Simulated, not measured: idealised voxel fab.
process module | voxel ribs on slabs
cross-section cut | 160 nm wide | cells 5 nm
A cross-section is a grid of square cells, given in bands from the top down. A band is one or more rows of cells.
Each band's line starts with the height of the band's top and of its bottom, in nm. Then come its materials from left to right, each with its width in nm. One material with "throughout" fills the band from edge to edge. "air" is empty space.
Height 0 is the level under which the wafer as received is all one material. The lowest band goes on downwards, as in "0 down".
A width such as "30 to 40" changes by the same amount from each row of cells to the next, from the band's top row to its bottom row.
"no change" after a step means that no cell of the cross-section changed.
closed voids: empty space of 8 cells or more with no open way to the top, each as width x height at its distance from the left edge, in nm
after a step's settings: what the simulator itself notes on the step
overlay nm, on a step with a mask: how far to the right of its planned place the mask lay; to the left if negative
plan
1 op RECEIVE | material Si
2 op DIRECTIONAL_DEP | material SiO2 | thk nm 25
3 op DIRECTIONAL_DEP | material polySi | thk nm 20
4 op MASKED_ETCH | tone cover | mask id RIB | width nm 20 | etch materials polySi | depth nm 5 | overlay nm 0
5 op DIRECTIONAL_DEP | material aC | thk nm 10
6 op PATTERN | tone cover | mask id SLAB | material resist | width nm 50 | thk nm 25 | overlay nm 0
7 op DIRECTIONAL_ETCH | etch materials aC | depth nm 10
8 op STRIP | etch materials resist
9 op DIRECTIONAL_ETCH | etch materials polySi | depth nm 15
10 op STRIP | etch materials aC
11 op FILL_DEP | material SiO2 | thk nm 25
12 op CMP | height nm 60
13 op DIRECTIONAL_DEP | material TiN | thk nm 5
14 op DIRECTIONAL_DEP | material aC | thk nm 15
15 op PATTERN | tone cover | mask id HEATER | material resist | width nm 30 | thk nm 30 | overlay nm 0
16 op DIRECTIONAL_ETCH | etch materials aC | depth nm 15
17 op STRIP | etch materials resist
18 op DIRECTIONAL_ETCH | etch materials TiN | depth nm 5
19 op STRIP | etch materials aC
20 op CONFORMAL_DEP | material SiN | thk nm 10
first wafer, as planned
as received, after step 1
  0 down: Si throughout
  closed voids: none
after step 2
  25 to 0: SiO2 throughout
  below 0: unchanged
after step 3
  45 to 25: polySi throughout
  below 25: unchanged
after step 4
  45 to 40: air 70 | polySi 20 | air 70
  below 40: unchanged
after step 5
  55 to 50: air 70 | aC 20 | air 70
  50 to 45: aC throughout
  45 to 40: aC 70 | polySi 20 | aC 70
  below 40: unchanged
after step 6
  80 to 55: air 55 | resist 50 | air 55
  55 to 50: air 55 | resist 15 | aC 20 | resist 15 | air 55
  below 50: unchanged
after step 7
  70 to 55: air 55 | resist 50 | air 55
  55 to 50: air 55 | resist 15 | aC 20 | resist 15 | air 55
  50 to 45: air 55 | aC 50 | air 55
  45 to 40: air 55 | aC 15 | polySi 20 | aC 15 | air 55
  below 40: unchanged
after step 8
  55 to 45: air 70 to 55 | aC 20 to 50 | air 70 to 55
  below 45: unchanged
after step 9
  55 to 45: air 70 to 55 | aC 20 to 50 | air 70 to 55
  45 to 40: air 55 | aC 15 | polySi 20 | aC 15 | air 55
  40 to 25: air 55 | polySi 50 | air 55
  below 25: unchanged
after step 10
  45 to 40: air 70 | polySi 20 | air 70
  below 40: unchanged
after step 11
  70 to 45: SiO2 throughout
  45 to 40: SiO2 70 | polySi 20 | SiO2 70
  40 to 25: SiO2 55 | polySi 50 | SiO2 55
  below 25: unchanged
after step 12
  60 to 45: SiO2 throughout
  below 45: unchanged
after step 13
  65 to 60: TiN throughout
  below 60: unchanged
after step 14
  80 to 65: aC throughout
  below 65: unchanged
after step 15
  110 to 80: air 65 | resist 30 | air 65
  below 80: unchanged
after step 16
  95 to 80: air 65 | resist 30 | air 65
  80 to 65: air 65 | aC 30 | air 65
  below 65: unchanged
after step 17
  80 to 65: air 65 | aC 30 | air 65
  below 65: unchanged
after step 18
  80 to 65: air 65 | aC 30 | air 65
  65 to 60: air 65 | TiN 30 | air 65
  below 60: unchanged
after step 19
  65 to 60: air 65 | TiN 30 | air 65
  below 60: unchanged
after step 20
  75 to 70: air 55 | SiN 50 | air 55
  70 to 65: SiN throughout
  65 to 60: SiN 65 | TiN 30 | SiN 65
  below 60: unchanged
second wafer: like start, like plan, one mistake. Through step 14 it matches the first wafer
when step 15 should have ended
  110 to 80: air 70 | resist 20 | air 70
  below 80: unchanged
when step 16 should have ended
  95 to 80: air 70 | resist 20 | air 70
  80 to 65: air 70 | aC 20 | air 70
  below 65: unchanged
when step 17 should have ended
  80 to 65: air 70 | aC 20 | air 70
  below 65: unchanged
when step 18 should have ended
  80 to 65: air 70 | aC 20 | air 70
  65 to 60: air 70 | TiN 20 | air 70
  below 60: unchanged
when step 19 should have ended
  65 to 60: air 70 | TiN 20 | air 70
  below 60: unchanged
when step 20 should have ended
  75 to 70: air 60 | SiN 40 | air 60
  70 to 65: SiN throughout
  65 to 60: SiN 70 | TiN 20 | SiN 70
  below 60: unchanged
what went wrong: step 15 ran as: op PATTERN | tone cover | mask id HEATER | material resist | width nm 20 | thk nm 30 | overlay nm 0
at the end the second wafer has, in cells: 2 fewer of TiN
